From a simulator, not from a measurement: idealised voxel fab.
The following is a process module called voxel capacitor over wiring.
In the cross-section labelled cut, the width is 260 nm and each square cell is 5 nm.
Cross-section format: a grid of square cells, given as bands from top to bottom; each band is one or more rows of cells.
Within each band entry, the heights of the top and of the bottom of the band appear first, in that order and in nm; the materials of the band then follow from left to right, each with its corresponding width in nm. The designation "edge to edge" on a single material indicates that it fills the band from edge to edge; the designation "blank" indicates empty space.
Note: height 0 marks the level under which the wafer is uniformly one material as received. Lowest band unbounded below, written "top 0, no bottom".
Think of "30..40" as a width that walks from the first number to the second as you go down the band, top row to bottom row, taking equal-sized steps from row to row.
The designation "all unchanged", where it is given for a processing step, indicates that no cell of the cross-section was altered in the course of that step.
Reported under the label "Enclosed cavity list" are the empty spaces having no open way to the top and comprising 8 cells or more; the notation for each is width x height at distance, in which the distance is measured from the left edge and all three values are in nm.
What comes after the settings on a step's line is commentary from the simulator itself on that step.
A step line may carry the setting "overlay nm", which, for steps involving a mask, states the distance by which the mask lay to the right of its intended position; negative values denote displacement to the left.

[Steps planned for the process]
1) RECEIVE,material Si
2) CONFORMAL_DEP,material SiO2,thk nm 15
3) CONFORMAL_DEP,material SiCN,thk nm 5
4) DIRECTIONAL_DEP,material lowk,thk nm 25
5) DIRECTIONAL_DEP,material aC,thk nm 10
6) PATTERN,tone open,mask id METAL_1,material resist,width nm 20,pitch nm 80,thk nm 30,overlay nm -15
7) DIRECTIONAL_ETCH,etch materials aC,depth nm 10
8) STRIP,etch materials resist
9) DIRECTIONAL_ETCH,etch materials lowk,depth nm 25
10) DIRECTIONAL_ETCH,etch materials SiCN,depth nm 5
11) STRIP,etch materials aC
12) CONFORMAL_DEP,material TiN,thk nm 5
13) FILL_DEP,material Ru,thk nm 5
14) CMP,height nm 45
15) EPI,material Ru,thk nm 5
16) FILL_DEP,material SiCN,thk nm 5
17) DIRECTIONAL_DEP,material SiO2,thk nm 20
18) MASKED_ETCH,tone open,mask id PLUG_1,width nm 15,etch materials SiO2,depth nm 20,overlay nm 0
19) MASKED_ETCH,tone open,mask id PLUG_1,width nm 15,etch materials SiCN,depth nm 5,overlay nm 0
20) CONFORMAL_DEP,material TiN,thk nm 5
21) FILL_DEP,material W,thk nm 10
22) CMP,height nm 75
23) DIRECTIONAL_DEP,material TiN,thk nm 5
24) DIRECTIONAL_DEP,material Al2O3,thk nm 5
25) DIRECTIONAL_DEP,material TiN,thk nm 10
26) PATTERN,tone cover,mask id UPPER_PLATE,material resist,width nm 65,thk nm 15,overlay nm 0
27) DIRECTIONAL_ETCH,etch materials TiN,depth nm 10
28) DIRECTIONAL_ETCH,etch materials Al2O3,depth nm 5
29) STRIP,etch materials resist
30) PATTERN,tone cover,mask id LOWER_PLATE,material resist,width nm 75,thk nm 15,overlay nm 0
31) DIRECTIONAL_ETCH,etch materials TiN,depth nm 5
32) STRIP,etch materials resist
33) FILL_DEP,material SiO2,thk nm 20
34) CMP,height nm 110
35) PATTERN,tone open,mask id PLUG_2,material resist,width nm 15,thk nm 15,overlay nm 0
36) DIRECTIONAL_ETCH,etch materials SiO2,depth nm 15
37) STRIP,etch materials resist
38) CONFORMAL_DEP,material TiN,thk nm 5
39) FILL_DEP,material Ru,thk nm 10
40) CMP,height nm 110
41) CONFORMAL_DEP,material SiCN,thk nm 5
The wafers in this document start out alike and differ in the overlay nm applied at step 6; the plan shows the value used for the first wafer.

[This is how the first of several wafers looked in cross-section when it arrived, which is after step 1]
	top 0, no bottom = Si edge to edge
	Enclosed cavity list: none

[End of module, by wafer: material-by-material cell gain (+) or loss (-) since receipt, then closed voids]
overlay nm -15; +13 Al2O3; +34 Ru; +185 SiCN; +653 SiO2; +87 TiN; +4 W; +220 lowk; Enclosed cavity list: none
overlay nm -10; +13 Al2O3; +34 Ru; +185 SiCN; +653 SiO2; +87 TiN; +4 W; +220 lowk; Enclosed cavity list: none
overlay nm -5; +13 Al2O3; +34 Ru; +185 SiCN; +653 SiO2; +87 TiN; +4 W; +220 lowk; Enclosed cavity list: none
overlay nm 0; +13 Al2O3; +34 Ru; +185 SiCN; +653 SiO2; +87 TiN; +4 W; +220 lowk; Enclosed cavity list: none
overlay nm 5; +13 Al2O3; +34 Ru; +185 SiCN; +653 SiO2; +87 TiN; +4 W; +220 lowk; Enclosed cavity list: none
overlay nm 10; +13 Al2O3; +34 Ru; +185 SiCN; +653 SiO2; +87 TiN; +4 W; +220 lowk; Enclosed cavity list: none
overlay nm 15; +13 Al2O3; +34 Ru; +185 SiCN; +653 SiO2; +87 TiN; +4 W; +220 lowk; Enclosed cavity list: none
